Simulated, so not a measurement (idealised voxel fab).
Proc. module: voxel self aligned vias
Section shown: cut. Width: 205 nm. Cell size: 5 nm, square.
A cross-section is a grid of square cells, given in bands from the top down. A band is one or more rows of cells.
Per band: top height and bottom height in nm, followed by the left-to-right materials and their widths in nm; "throughout" marks a single material spanning edge to edge, "empty" marks empty space.
It should be noted that heights are counted from 0, beneath which the wafer as supplied is of one material throughout, and that the lowest band possesses no lower boundary but continues downward, as written in "0 -> down".
A two-number width, for instance "30 to 40", indicates that the width is equal to the first number in the top row of the band and to the second number in the bottom row, and that it changes by a constant amount per row of cells.
Key: "remained unchanged" - step with no changed cell in the cross-section.
This entry, "Fully closed voids", enumerates those empty regions of no fewer than 8 cells that possess no open connection to the top. Each region is reported in the form width x height at distance, the distance being taken from the left edge, with all three quantities expressed in nm.
That trailing text on a step's line, after the settings, is the simulator's own remark on the step.
Each step line may optionally specify "overlay nm", which for a step with a mask gives the rightward distance between the mask's planned place and where it lay, a negative value indicating the leftward direction.

## Below is the list of planned process steps
step 1: RECEIVE | material Si
step 2: CONFORMAL_DEP | material SiO2 | thk nm 10
step 3: CONFORMAL_DEP | material SiCN | thk nm 5
step 4: DIRECTIONAL_DEP | material lowk | thk nm 30
step 5: MASKED_ETCH | tone open | mask id LINES | width nm 20 | pitch nm 65 | etch materials lowk | depth nm 30 | overlay nm -10
step 6: CONFORMAL_DEP | material TiN | thk nm 5
step 7: FILL_DEP | material W | thk nm 5
step 8: CMP | height nm 45
step 9: SELECTIVE_ETCH | etch materials W Ru TiN | depth nm 5
step 10: FILL_DEP | material SiN | thk nm 5
step 11: CMP | height nm 45
step 12: DIRECTIONAL_DEP | material lowk | thk nm 15
step 13: PATTERN | tone open | mask id VIAS | material resist | width nm 40 | pitch nm 65 | thk nm 20 | overlay nm 0
step 14: DIRECTIONAL_ETCH | etch materials lowk | depth nm 15
step 15: DIRECTIONAL_ETCH | etch materials SiN | depth nm 5
step 16: STRIP | etch materials resist
step 17: CONFORMAL_DEP | material TiN | thk nm 5
step 18: FILL_DEP | material Cu | thk nm 10
step 19: CMP | height nm 60
step 20: CONFORMAL_DEP | material SiCN | thk nm 5
The overlay nm used in step 5 is not the same on every wafer, whereas the starting condition is; the value printed in the plan is the first wafer's.

## Received wafers, first of several: cross-section after step 1
	0 -> down = Si throughout
	Fully closed voids: none

## Note: the following table is arranged by wafer, a row apiece. Each row reports the end-of-module state: per material, cells gained (+) or cells lost (-) compared with the wafer as received; closed voids follow
overlay nm -10; +42 Cu; +82 SiCN; +82 SiO2; +78 TiN; +24 W; +225 lowk; Fully closed voids: none
overlay nm -5; +42 Cu; +82 SiCN; +82 SiO2; +78 TiN; +24 W; +225 lowk; Fully closed voids: none
overlay nm 0; +42 Cu; +82 SiCN; +82 SiO2; +78 TiN; +24 W; +225 lowk; Fully closed voids: none
overlay nm 5; +42 Cu; +82 SiCN; +82 SiO2; +78 TiN; +24 W; +225 lowk; Fully closed voids: none
overlay nm 10; +42 Cu; +82 SiCN; +82 SiO2; +78 TiN; +24 W; +225 lowk; Fully closed voids: none
overlay nm 15; +39 Cu; +82 SiCN; +3 SiN; +82 SiO2; +78 TiN; +24 W; +225 lowk; Fully closed voids: none
